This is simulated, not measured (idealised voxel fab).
Process module name: voxel capacitor over wiring
Section shown: cut. Width: 190 nm. Cell size: 5 nm, square.
Each cross-section below is a grid of square cells, stated as bands in top-down order, with one or more rows of cells making up each band.
It is stipulated that each band's entry specify, in nanometres, the height of the top of the band and then that of its bottom, followed by the materials of the band in left-to-right sequence, each together with its width in nanometres. A single material marked by the word "full width" is understood to fill the band from edge to edge; the word "air" is understood to denote empty space.
Height reference: 0 = level under which incoming wafer is all one material. Lowest band: no bottom, runs on downward, e.g. "0 -> down".
The width entry "30..40" should be interpreted row by row: the top row of cells in the band takes the first number, the bottom row takes the second number, and the change between adjacent rows is uniform throughout.
The cross-section has no changed cell in any step marked "same as before".
"Sealed internal voids" lists enclosed empty spaces (at least 8 cells, no open path upward to the top), each as width x height at distance from the left edge, in nm.
Note: text after step settings on the step line = simulator remark on that step.
overlay nm: where the mask lay relative to plan, measured to the right, on steps with a mask; negatives go left.
Plan:
| 1 | RECEIVE with material Si |
| 2 | CONFORMAL_DEP with material SiO2, thk nm 10 |
| 3 | CONFORMAL_DEP with material SiN, thk nm 5 |
| 4 | DIRECTIONAL_DEP with material lowk, thk nm 25 |
| 5 | PATTERN with tone open, mask id METAL_1, material resist, width nm 30, pitch nm 80, thk nm 20, overlay nm 0 |
| 6 | DIRECTIONAL_ETCH with etch materials lowk, depth nm 25 |
| 7 | DIRECTIONAL_ETCH with etch materials SiN, depth nm 5 |
| 8 | STRIP with etch materials resist |
| 9 | CONFORMAL_DEP with material TiN, thk nm 5 |
| 10 | FILL_DEP with material Cu, thk nm 5 |
| 11 | CMP with height nm 40 |
| 12 | CONFORMAL_DEP with material SiCN, thk nm 5 |
| 13 | DIRECTIONAL_DEP with material lowk, thk nm 10 |
| 14 | MASKED_ETCH with tone open, mask id PLUG_1, width nm 15, etch materials lowk, depth nm 10, overlay nm 0 |
| 15 | MASKED_ETCH with tone open, mask id PLUG_1, width nm 15, etch materials SiCN, depth nm 5, overlay nm 0 |
| 16 | CONFORMAL_DEP with material TiN, thk nm 5 |
| 17 | FILL_DEP with material Ru, thk nm 10 |
| 18 | CMP with height nm 55 |
| 19 | DIRECTIONAL_DEP with material TiN, thk nm 5 |
| 20 | DIRECTIONAL_DEP with material SiN, thk nm 5 |
| 21 | DIRECTIONAL_DEP with material TiN, thk nm 10 |
| 22 | MASKED_ETCH with tone cover, mask id UPPER_PLATE, width nm 55, etch materials TiN, depth nm 10, overlay nm 0 |
| 23 | MASKED_ETCH with tone cover, mask id UPPER_PLATE, width nm 55, etch materials SiN, depth nm 5, overlay nm 0 |
| 24 | MASKED_ETCH with tone cover, mask id LOWER_PLATE, width nm 65, etch materials TiN, depth nm 5, overlay nm 0 |
| 25 | FILL_DEP with material SiO2, thk nm 15 |
| 26 | CMP with height nm 85 |
| 27 | MASKED_ETCH with tone open, mask id PLUG_2, width nm 15, etch materials SiO2, depth nm 10, overlay nm 0 |
| 28 | CONFORMAL_DEP with material TiN, thk nm 5 |
| 29 | FILL_DEP with material Ru, thk nm 10 |
| 30 | CMP with height nm 85 |
| 31 | CONFORMAL_DEP with material SiN, thk nm 5 |
Cross-section, incoming material, after step 1:
- 0 -> down | Si full width
- Sealed internal voids: none
This is how the wafer looks in cross-section once the module is done, given the starting state and plan above and one mistake in carrying the plan out:
- 90 -> 85 | SiN full width
- 85 -> 80 | SiO2: 65 | TiN: 5 | Ru: 5 | TiN: 5 | SiO2: 110
- 80 -> 75 | SiO2: 65 | TiN: 15 | SiO2: 110
- 75 -> 65 | SiO2: 55 | TiN: 55 | SiO2: 80
- 65 -> 60 | SiO2: 55 | SiN: 55 | SiO2: 80
- 60 -> 55 | SiO2: 50 | TiN: 65 | SiO2: 75
- 55 -> 45 | lowk: 55 | TiN: 5 | Ru: 5 | TiN: 5 | lowk: 120
- 45 -> 40 | SiCN: 55 | TiN: 15 | SiCN: 120
- 40 -> 35 | SiN: 40 | TiN: 30 | SiN: 50 | TiN: 30 | SiN: 40
- 35 -> 10 | lowk full width
- 10 -> 0 | SiO2 full width
- 0 -> down | Si full width
- Sealed internal voids: none
It is concluded that the wafer was processed incorrectly with respect to the plan, in that plan steps 3 and 4 run swapped
